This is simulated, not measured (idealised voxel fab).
process module | voxel self aligned vias
cross-section cut | 185 nm wide | cells 5 nm
A cross-section is a grid of square cells, given in bands from the top down. A band is one or more rows of cells.
Each band's line starts with the height of the band's top and of its bottom, in nm. Then come its materials from left to right, each with its width in nm. One material with "throughout" fills the band from edge to edge. "air" is empty space.
Height 0 is the level under which the wafer as received is all one material. The lowest band goes on downwards, as in "0 down".
A width such as "30 to 40" changes by the same amount from each row of cells to the next, from the band's top row to its bottom row.
"no change" after a step means that no cell of the cross-section changed.
closed voids: empty space of 8 cells or more with no open way to the top, each as width x height at its distance from the left edge, in nm
after a step's settings: what the simulator itself notes on the step
overlay nm, on a step with a mask: how far to the right of its planned place the mask lay; to the left if negative
plan
1 op RECEIVE | material Si
2 op CONFORMAL_DEP | material SiO2 | thk nm 10
3 op CONFORMAL_DEP | material SiCN | thk nm 5
4 op DIRECTIONAL_DEP | material SiO2 | thk nm 30
5 op PATTERN | tone open | mask id LINES | material resist | width nm 20 | pitch nm 55 | thk nm 15 | overlay nm 0
6 op DIRECTIONAL_ETCH | etch materials SiO2 | depth nm 30
7 op STRIP | etch materials resist
8 op CONFORMAL_DEP | material TiN | thk nm 5
9 op FILL_DEP | material Ru | thk nm 10
10 op CMP | height nm 45
11 op SELECTIVE_ETCH | etch materials W Ru TiN | depth nm 5
12 op FILL_DEP | material SiN | thk nm 10
13 op CMP | height nm 45
14 op DIRECTIONAL_DEP | material SiO2 | thk nm 15
15 op PATTERN | tone open | mask id VIAS | material resist | width nm 30 | pitch nm 55 | thk nm 20 | overlay nm 0
16 op DIRECTIONAL_ETCH | etch materials SiO2 | depth nm 15
17 op DIRECTIONAL_ETCH | etch materials SiN | depth nm 5
18 op STRIP | etch materials resist
19 op CONFORMAL_DEP | material TiN | thk nm 5
20 op FILL_DEP | material Cu | thk nm 10
21 op CMP | height nm 60
22 op CONFORMAL_DEP | material SiN | thk nm 5
as received, after step 1
  0 down: Si throughout
  closed voids: none
a wafer at the end: this start, this plan, one mistake
  65 to 60: SiN throughout
  60 to 50: SiO2 50 | TiN 5 | Cu 20 | TiN 5 | SiO2 25 | TiN 5 | Cu 20 | TiN 5 | SiO2 50
  50 to 45: SiO2 50 | TiN 10 | Cu 10 | TiN 10 | SiO2 25 | TiN 10 | Cu 10 | TiN 10 | SiO2 50
  45 to 40: SiO2 55 | TiN 20 | SiO2 35 | TiN 20 | SiO2 55
  40 to 30: SiO2 55 | SiN 20 | SiO2 35 | SiN 20 | SiO2 55
  30 to 20: SiO2 55 | TiN 5 | Ru 10 | TiN 5 | SiO2 35 | TiN 5 | Ru 10 | TiN 5 | SiO2 55
  20 to 15: SiO2 55 | TiN 20 | SiO2 35 | TiN 20 | SiO2 55
  15 to 10: SiCN throughout
  10 to 0: SiO2 throughout
  0 down: Si throughout
  closed voids: none
what went wrong: step 11 ran as: op SELECTIVE_ETCH | etch materials W Ru TiN | depth nm 15
